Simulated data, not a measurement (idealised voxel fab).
process module | voxel capacitor over wiring
cross-section cut | 140 nm wide | cells 5 nm
A cross-section is a grid of square cells, given in bands from the top down. A band is one or more rows of cells.
Each band's line starts with the height of the band's top and of its bottom, in nm. Then come its materials from left to right, each with its width in nm. One material with "throughout" fills the band from edge to edge. "air" is empty space.
Height 0 is the level under which the wafer as received is all one material. The lowest band goes on downwards, as in "0 down".
A width such as "30 to 40" changes by the same amount from each row of cells to the next, from the band's top row to its bottom row.
"no change" after a step means that no cell of the cross-section changed.
closed voids: empty space of 8 cells or more with no open way to the top, each as width x height at its distance from the left edge, in nm
after a step's settings: what the simulator itself notes on the step
overlay nm, on a step with a mask: how far to the right of its planned place the mask lay; to the left if negative
plan
1 op RECEIVE | material Si
2 op CONFORMAL_DEP | material SiO2 | thk nm 10
3 op DIRECTIONAL_DEP | material TiN | thk nm 5
4 op DIRECTIONAL_DEP | material Ru | thk nm 25
5 op MASKED_ETCH | tone cover | mask id METAL_1 | width nm 25 | pitch nm 80 | etch materials Ru | depth nm 25 | overlay nm 0
6 op MASKED_ETCH | tone cover | mask id METAL_1 | width nm 25 | pitch nm 80 | etch materials TiN | depth nm 5 | overlay nm 0
7 op CONFORMAL_DEP | material SiN | thk nm 5
8 op FILL_DEP | material SiO2 | thk nm 5
9 op CMP | height nm 40
10 op CONFORMAL_DEP | material SiCN | thk nm 5
11 op DIRECTIONAL_DEP | material lowk | thk nm 15
12 op DIRECTIONAL_DEP | material aC | thk nm 10
13 op PATTERN | tone open | mask id PLUG_1 | material resist | width nm 15 | thk nm 25 | overlay nm 0
14 op DIRECTIONAL_ETCH | etch materials aC | depth nm 10
15 op STRIP | etch materials resist
16 op DIRECTIONAL_ETCH | etch materials lowk | depth nm 15
17 op DIRECTIONAL_ETCH | etch materials SiCN | depth nm 5
18 op STRIP | etch materials aC
19 op CONFORMAL_DEP | material TiN | thk nm 5
20 op FILL_DEP | material Ru | thk nm 5
21 op CMP | height nm 60
22 op DIRECTIONAL_DEP | material TiN | thk nm 5
23 op DIRECTIONAL_DEP | material Al2O3 | thk nm 5
24 op DIRECTIONAL_DEP | material TiN | thk nm 10
25 op MASKED_ETCH | tone cover | mask id UPPER_PLATE | width nm 60 | etch materials TiN | depth nm 10 | overlay nm 0
26 op MASKED_ETCH | tone cover | mask id UPPER_PLATE | width nm 60 | etch materials Al2O3 | depth nm 5 | overlay nm 0
27 op DIRECTIONAL_DEP | material aC | thk nm 10
28 op PATTERN | tone cover | mask id LOWER_PLATE | material resist | width nm 70 | thk nm 30 | overlay nm 0
29 op DIRECTIONAL_ETCH | etch materials aC | depth nm 10
30 op STRIP | etch materials resist
31 op DIRECTIONAL_ETCH | etch materials TiN | depth nm 5
32 op STRIP | etch materials aC
33 op FILL_DEP | material SiO2 | thk nm 20
34 op CMP | height nm 95
35 op PATTERN | tone open | mask id PLUG_2 | material resist | width nm 15 | thk nm 15 | overlay nm 0
36 op DIRECTIONAL_ETCH | etch materials SiO2 | depth nm 15
37 op STRIP | etch materials resist
38 op CONFORMAL_DEP | material TiN | thk nm 5
39 op FILL_DEP | material Ru | thk nm 5
40 op CMP | height nm 95
41 op CONFORMAL_DEP | material SiN | thk nm 5
as received, after step 1
  0 down: Si throughout
  closed voids: none
first wafer at the end, as planned
  100 to 95: SiN throughout
  95 to 85: SiO2 35 | TiN 5 | Ru 5 | TiN 5 | SiO2 90
  85 to 80: SiO2 35 | TiN 15 | SiO2 90
  80 to 70: SiO2 25 | TiN 60 | SiO2 55
  70 to 65: SiO2 25 | Al2O3 60 | SiO2 55
  65 to 60: SiO2 20 | TiN 70 | SiO2 50
  60 to 45: lowk 25 | TiN 5 | Ru 5 | TiN 5 | lowk 100
  45 to 40: SiCN 25 | TiN 15 | SiCN 100
  40 to 15: SiO2 10 | SiN 5 | Ru 25 | SiN 5 | SiO2 45 | SiN 5 | Ru 25 | SiN 5 | SiO2 15
  15 to 10: SiN 15 | TiN 25 | SiN 55 | TiN 25 | SiN 20
  10 to 0: SiO2 throughout
  0 down: Si throughout
  closed voids: none
second wafer at the end: like start, like plan, one mistake
  100 to 95: SiN throughout
  95 to 85: SiO2 35 | TiN 5 | Ru 5 | TiN 5 | SiO2 90
  85 to 80: SiO2 35 | TiN 15 | SiO2 90
  80 to 75: SiO2 throughout
  75 to 65: SiO2 25 | TiN 60 | SiO2 55
  65 to 60: SiO2 20 | TiN 70 | SiO2 50
  60 to 45: lowk 25 | TiN 5 | Ru 5 | TiN 5 | lowk 100
  45 to 40: SiCN 25 | TiN 15 | SiCN 100
  40 to 15: SiO2 10 | SiN 5 | Ru 25 | SiN 5 | SiO2 45 | SiN 5 | Ru 25 | SiN 5 | SiO2 15
  15 to 10: SiN 15 | TiN 25 | SiN 55 | TiN 25 | SiN 20
  10 to 0: SiO2 throughout
  0 down: Si throughout
  closed voids: none
what went wrong: step 23 was left out
at the end the second wafer has, in cells: 12 fewer of Al2O3 | 12 more of SiO2
